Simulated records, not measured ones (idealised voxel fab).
Documented hereafter: the process module known as voxel double patterning.
Square cells of 5 nm make up the cross-section cut, whose width is 295 nm.
We lay out every cross-section as a grid of square cells and spell it out in bands from the top down, where one band means one or more rows of cells. It is stipulated that each band's entry specify, in nanometres, the height of the top of the band and then that of its bottom, followed by the materials of the band in left-to-right sequence, each together with its width in nanometres. A single material marked by the word "everywhere" is understood to fill the band from edge to edge; the word "blank" is understood to denote empty space. Height datum 0, below which the as-received substrate wafer is one material. Lowest band open at the bottom, running downward: "top 0, no bottom". Graded width ("30..40"): value in top row of band = first number; value in bottom row = second number; row-to-row change constant. The cross-section has no changed cell in any step marked "nothing different". Basically, "Closed cavities" tells you about the enclosed voids: empty spaces with no open way to the top, 8 cells or bigger, each written width x height at distance, where distance is from the left edge, all in nm. Where a step's line continues beyond its settings, the continuation is a remark by the simulator itself on that step. A step line may carry the setting "overlay nm", which, for steps involving a mask, states the distance by which the mask lay to the right of its intended position; negative values denote displacement to the left.
Listed below are the process steps as planned
1,RECEIVE (material Si)
2,CONFORMAL_DEP (material SiO2; thk nm 5)
3,DIRECTIONAL_DEP (material W; thk nm 20)
4,DIRECTIONAL_DEP (material SiN; thk nm 10)
5,MASKED_ETCH (tone open; mask id FIRST; width nm 15; pitch nm 50; etch materials SiN; depth nm 10; overlay nm 0)
6,DIRECTIONAL_DEP (material aC; thk nm 10)
7,PATTERN (tone open; mask id SECOND; material resist; width nm 15; pitch nm 50; thk nm 30; overlay nm 0)
8,DIRECTIONAL_ETCH (etch materials aC; depth nm 10)
9,STRIP (etch materials resist)
10,DIRECTIONAL_ETCH (etch materials SiN; depth nm 10)
11,STRIP (etch materials aC)
12,DIRECTIONAL_ETCH (etch materials W; depth nm 20)
13,STRIP (etch materials SiN)
As-received state of the wafer in cross-section, equivalent to post-step 1
	top 0, no bottom = Si everywhere
	Closed cavities: none
Wafer cross-section at end of module: start and plan as shown above, one execution error
	top 25, bottom 5 = 90 of W | 30 of blank | 20 of W | 30 of blank | 20 of W | 15 of blank | 90 of W
	top 5, bottom 0 = SiO2 everywhere
	top 0, no bottom = Si everywhere
	Closed cavities: none
Plan not followed: step 7 ran differently from the plan; actual operation with settings: PATTERN (tone open; mask id SECOND; material resist; width nm 15; pitch nm 50; thk nm 30; overlay nm -10)
